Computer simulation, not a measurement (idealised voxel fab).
The document below concerns the process module designated voxel released beams.
Pictured: cross-section cut, 270 nm wide, on a grid of 5 nm square cells.
Just so we're on the same page, the cross-sections are grids of square cells, and they're listed out in bands top to bottom, each band one or more rows deep. Per band: top height and bottom height in nm, followed by the left-to-right materials and their widths in nm; "all across" marks a single material spanning edge to edge, "air" marks empty space. The reference from which all heights are counted is 0, the level beneath which the as-received wafer is entirely one material; the lowest band, having no lower bound, proceeds downward and is written after the example "0 and below". A width such as "30 to 40" changes by the same amount from each row of cells to the next, from the band's top row to its bottom row. Key: "no change" - step with no changed cell in the cross-section. "Voids lacking openings": empty spaces of 8 cells or more with no open way to the top, each given as width x height at distance, distance from the left edge, all in nm. On each step's line, the part that comes after the settings is the simulator's own comment on the step. Steps that use a mask can have "overlay nm" on their line. It says how far the mask sat to the right of where it was meant to be. Negative means to the left.

So here's the lineup of process steps we planned:
1. RECEIVE, material Si
2. CONFORMAL_DEP, material Al2O3, thk nm 10
3. DIRECTIONAL_DEP, material SiO2, thk nm 15
4. PATTERN, tone open, mask id ANCHOR, material resist, width nm 40, thk nm 15, overlay nm 0
5. DIRECTIONAL_ETCH, etch materials SiO2, depth nm 15
6. STRIP, etch materials resist
7. CONFORMAL_DEP, material polySi, thk nm 15
8. PATTERN, tone cover, mask id BEAM, material resist, width nm 125, thk nm 20, overlay nm 0
9. DIRECTIONAL_ETCH, etch materials polySi, depth nm 15
10. STRIP, etch materials resist
11. STRIP, etch materials SiO2

What follows covers the first of two wafers; it ran as planned:

As received, after step 1:
* 0 and below: Si all across
* Voids lacking openings: none

Sectional view: wafer, after step 2:
* 10 down to 0: Al2O3 all across
* Everything under 0 stays put, no change at all.

Sectional view: wafer, after step 3:
* 25 down to 10: SiO2 all across
* Everything under 10 stays put, no change at all.

Sectional view: wafer, after step 4:
* 40 down to 25: resist 75 | air 40 | resist 155
* Everything under 25 stays put, no change at all.

Sectional view: wafer, after step 5:
* 40 down to 25: resist 75 | air 40 | resist 155
* 25 down to 10: SiO2 75 | air 40 | SiO2 155
* Everything under 10 stays put, no change at all.

Sectional view: wafer, after step 6:
* 25 down to 10: SiO2 75 | air 40 | SiO2 155
* Everything under 10 stays put, no change at all.

Sectional view: wafer, after step 7:
* 40 down to 25: polySi 90 | air 10 | polySi 170
* 25 down to 10: SiO2 75 | polySi 40 | SiO2 155
* Everything under 10 stays put, no change at all.

Sectional view: wafer, after step 8:
* 60 down to 40: air 70 | resist 125 | air 75
* 40 down to 25: polySi 90 | resist 10 | polySi 170
* Everything under 25 stays put, no change at all.

Sectional view: wafer, after step 9:
* 60 down to 40: air 70 | resist 125 | air 75
* 40 down to 25: air 70 | polySi 20 | resist 10 | polySi 95 | air 75
* Everything under 25 stays put, no change at all.

Sectional view: wafer, after step 10:
* 40 down to 25: air 70 | polySi 20 | air 10 | polySi 95 | air 75
* Everything under 25 stays put, no change at all.

Sectional view: wafer, after step 11:
* 40 down to 25: air 70 | polySi 20 | air 10 | polySi 95 | air 75
* 25 down to 10: air 75 | polySi 40 | air 155
* Everything under 10 stays put, no change at all.

The remaining wafer, second of the two, started like the first and was run to the same plan, except that one mistake was made along the way; the two coincide through step 2, inclusive:

Second wafer, cut view, end of step 3 per plan:
* 20 down to 10: SiO2 all across
* Everything under 10 stays put, no change at all.

Second wafer, cut view, end of step 4 per plan:
* 35 down to 20: resist 75 | air 40 | resist 155
* Everything under 20 stays put, no change at all.

Second wafer, cut view, end of step 5 per plan:
* 35 down to 20: resist 75 | air 40 | resist 155
* 20 down to 10: SiO2 75 | air 40 | SiO2 155
* Everything under 10 stays put, no change at all.

Second wafer, cut view, end of step 6 per plan:
* 20 down to 10: SiO2 75 | air 40 | SiO2 155
* Everything under 10 stays put, no change at all.

Second wafer, cut view, end of step 7 per plan:
* 35 down to 25: polySi 90 | air 10 | polySi 170
* 25 down to 20: polySi all across
* 20 down to 10: SiO2 75 | polySi 40 | SiO2 155
* Everything under 10 stays put, no change at all.

Second wafer, cut view, end of step 8 per plan:
* 55 down to 35: air 70 | resist 125 | air 75
* 35 down to 25: polySi 90 | resist 10 | polySi 170
* Everything under 25 stays put, no change at all.

Second wafer, cut view, end of step 9 per plan:
* 55 down to 35: air 70 | resist 125 | air 75
* 35 down to 25: air 70 | polySi 20 | resist 10 | polySi 95 | air 75
* 25 down to 20: air 70 | polySi 125 | air 75
* Everything under 20 stays put, no change at all.

Second wafer, cut view, end of step 10 per plan:
* 35 down to 25: air 70 | polySi 20 | air 10 | polySi 95 | air 75
* Everything under 25 stays put, no change at all.

Second wafer, cut view, end of step 11 per plan:
* 35 down to 25: air 70 | polySi 20 | air 10 | polySi 95 | air 75
* 25 down to 20: air 70 | polySi 125 | air 75
* 20 down to 10: air 75 | polySi 40 | air 155
* Everything under 10 stays put, no change at all.
What broke from the plan during processing? step 3 ran with different settings than intended, the actual operation and settings being DIRECTIONAL_DEP, material SiO2, thk nm 10
FYI, end of process, the second wafer has more or fewer cells of some materials than the first: -6 polySi
